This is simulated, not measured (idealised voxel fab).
This section sets out a process module, namely voxel self aligned vias.
This is section cut - it's 260 nm across, gridded in 5 nm square cells.
A cross-section is written here as square cells arranged in a grid, and it is given in bands from the top down, each band taking up one or more rows of cells. Look at the band entry: it leads with the top's height and the bottom's height in nm. Then it lists the materials left to right, with a width in nm for each. The word "everywhere" on a single material says that material fills the band edge to edge. The word "air" is empty space. Ref level 0: as-received wafer is one material below here. Bottom band extends down with no lower bound ("top 0, no bottom"). Top row gets the first number, bottom row gets the second, and each row in between changes by the same step: that is how a band width like "30 to 40" works. The cross-section has no changed cell in any step marked "remained the same". The label "Sealed cavities" introduces a list of the empty spaces, 8 cells or larger, that have no open way up to the top; each entry in it reads width x height at distance, where the distance is taken from the left edge and all three are stated in nm. Heads up: the bit after the settings on a step's line is the simulator's remark on that step. overlay nm: step with mask; distance mask lay right of planned place; negative value = left of planned place.

[These are the steps we planned for the process]
1: RECEIVE, material Si
2: CONFORMAL_DEP, material SiO2, thk nm 15
3: CONFORMAL_DEP, material SiCN, thk nm 5
4: DIRECTIONAL_DEP, material lowk, thk nm 20
5: PATTERN, tone open, mask id LINES, material resist, width nm 20, pitch nm 60, thk nm 15, overlay nm 0
6: DIRECTIONAL_ETCH, etch materials lowk, depth nm 20
7: STRIP, etch materials resist
8: CONFORMAL_DEP, material TiN, thk nm 5
9: FILL_DEP, material Ru, thk nm 10
10: CMP, height nm 40
11: SELECTIVE_ETCH, etch materials W Ru TiN, depth nm 10
12: FILL_DEP, material SiN, thk nm 5
13: CMP, height nm 40
14: DIRECTIONAL_DEP, material lowk, thk nm 20
15: MASKED_ETCH, tone open, mask id VIAS, width nm 40, etch materials lowk, depth nm 20, overlay nm 0
16: MASKED_ETCH, tone open, mask id VIAS, width nm 40, etch materials SiN, depth nm 10, overlay nm 0
17: CONFORMAL_DEP, material TiN, thk nm 5
18: FILL_DEP, material Cu, thk nm 10
19: CMP, height nm 60
20: CONFORMAL_DEP, material SiCN, thk nm 5

[as received, after step 1]
- top 0, no bottom | Si everywhere
- Sealed cavities: none

[The following cross-section depicts the wafer upon conclusion of the module. Processing commenced from the starting condition illustrated above and adhered to the plan illustrated above, save for one mistake in execution]
- top 65, bottom 60 | SiCN everywhere
- top 60, bottom 45 | 75 Cu, 5 TiN, 40 lowk, 5 TiN, 135 Cu
- top 45, bottom 40 | 80 TiN, 40 lowk, 140 TiN
- top 40, bottom 30 | 90 lowk, 20 SiN, 40 lowk, 20 SiN, 90 lowk
- top 30, bottom 25 | 90 lowk, 5 TiN, 10 Ru, 5 TiN, 40 lowk, 5 TiN, 10 Ru, 5 TiN, 90 lowk
- top 25, bottom 20 | 90 lowk, 20 TiN, 40 lowk, 20 TiN, 90 lowk
- top 20, bottom 15 | SiCN everywhere
- top 15, bottom 0 | SiO2 everywhere
- top 0, no bottom | Si everywhere
- Sealed cavities: none
Plan not followed: step 15 ran with different settings than intended, the actual operation and settings being MASKED_ETCH, tone cover, mask id VIAS, width nm 40, etch materials lowk, depth nm 20, overlay nm 0
